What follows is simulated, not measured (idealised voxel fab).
process module | voxel plated lines
cross-section cut | 260 nm wide | cells 5 nm
A cross-section is a grid of square cells, given in bands from the top down. A band is one or more rows of cells.
Each band's line starts with the height of the band's top and of its bottom, in nm. Then come its materials from left to right, each with its width in nm. One material with "throughout" fills the band from edge to edge. "air" is empty space.
Height 0 is the level under which the wafer as received is all one material. The lowest band goes on downwards, as in "0 down".
A width such as "30 to 40" changes by the same amount from each row of cells to the next, from the band's top row to its bottom row.
"no change" after a step means that no cell of the cross-section changed.
closed voids: empty space of 8 cells or more with no open way to the top, each as width x height at its distance from the left edge, in nm
after a step's settings: what the simulator itself notes on the step
overlay nm, on a step with a mask: how far to the right of its planned place the mask lay; to the left if negative
plan
1 op RECEIVE | material Si
2 op CONFORMAL_DEP | material SiO2 | thk nm 10
3 op DIRECTIONAL_DEP | material TiN | thk nm 5
4 op PATTERN | tone open | mask id LINES | material resist | width nm 20 | pitch nm 35 | thk nm 35 | overlay nm -15
5 op EPI | material Ru | thk nm 10
6 op EPI | material Ru | thk nm 5
7 op EPI | material Ru | thk nm 5
8 op STRIP | etch materials resist
9 op DIRECTIONAL_ETCH | etch materials TiN | depth nm 5
10 op CONFORMAL_DEP | material SiN | thk nm 5
varied across the wafers: overlay nm of step 4. The plan shows the first wafer's value. All wafers start alike
first wafer as received, after step 1
  0 down: Si throughout
  closed voids: none
first wafer at the end, after step 10
  40 to 35: air 65 | SiN 30 | air 5 | SiN 30 | air 5 | SiN 30 | air 95
  35 to 15: air 65 | SiN 5 | Ru 20 | SiN 5 | air 5 | SiN 5 | Ru 20 | SiN 5 | air 5 | SiN 5 | Ru 20 | SiN 5 | air 95
  15 to 10: SiN 70 | TiN 20 | SiN 15 | TiN 20 | SiN 15 | TiN 20 | SiN 100
  10 to 0: SiO2 throughout
  0 down: Si throughout
  closed voids: none
last wafer at the end
  40 to 35: air 95 | SiN 30 | air 5 | SiN 30 | air 5 | SiN 30 | air 65
  35 to 15: air 95 | SiN 5 | Ru 20 | SiN 5 | air 5 | SiN 5 | Ru 20 | SiN 5 | air 5 | SiN 5 | Ru 20 | SiN 5 | air 65
  15 to 10: SiN 100 | TiN 20 | SiN 15 | TiN 20 | SiN 15 | TiN 20 | SiN 70
  10 to 0: SiO2 throughout
  0 down: Si throughout
  closed voids: none
each wafer at the end: cells of each material gained (+) or lost (-) since it was received, then its closed voids
overlay nm -15 | +48 Ru | +82 SiN | +104 SiO2 | +12 TiN | closed voids: none
overlay nm -10 | +48 Ru | +82 SiN | +104 SiO2 | +12 TiN | closed voids: none
overlay nm -5 | +48 Ru | +82 SiN | +104 SiO2 | +12 TiN | closed voids: none
overlay nm 0 | +48 Ru | +82 SiN | +104 SiO2 | +12 TiN | closed voids: none
overlay nm 5 | +48 Ru | +82 SiN | +104 SiO2 | +12 TiN | closed voids: none
overlay nm 10 | +48 Ru | +82 SiN | +104 SiO2 | +12 TiN | closed voids: none
overlay nm 15 | +48 Ru | +82 SiN | +104 SiO2 | +12 TiN | closed voids: none
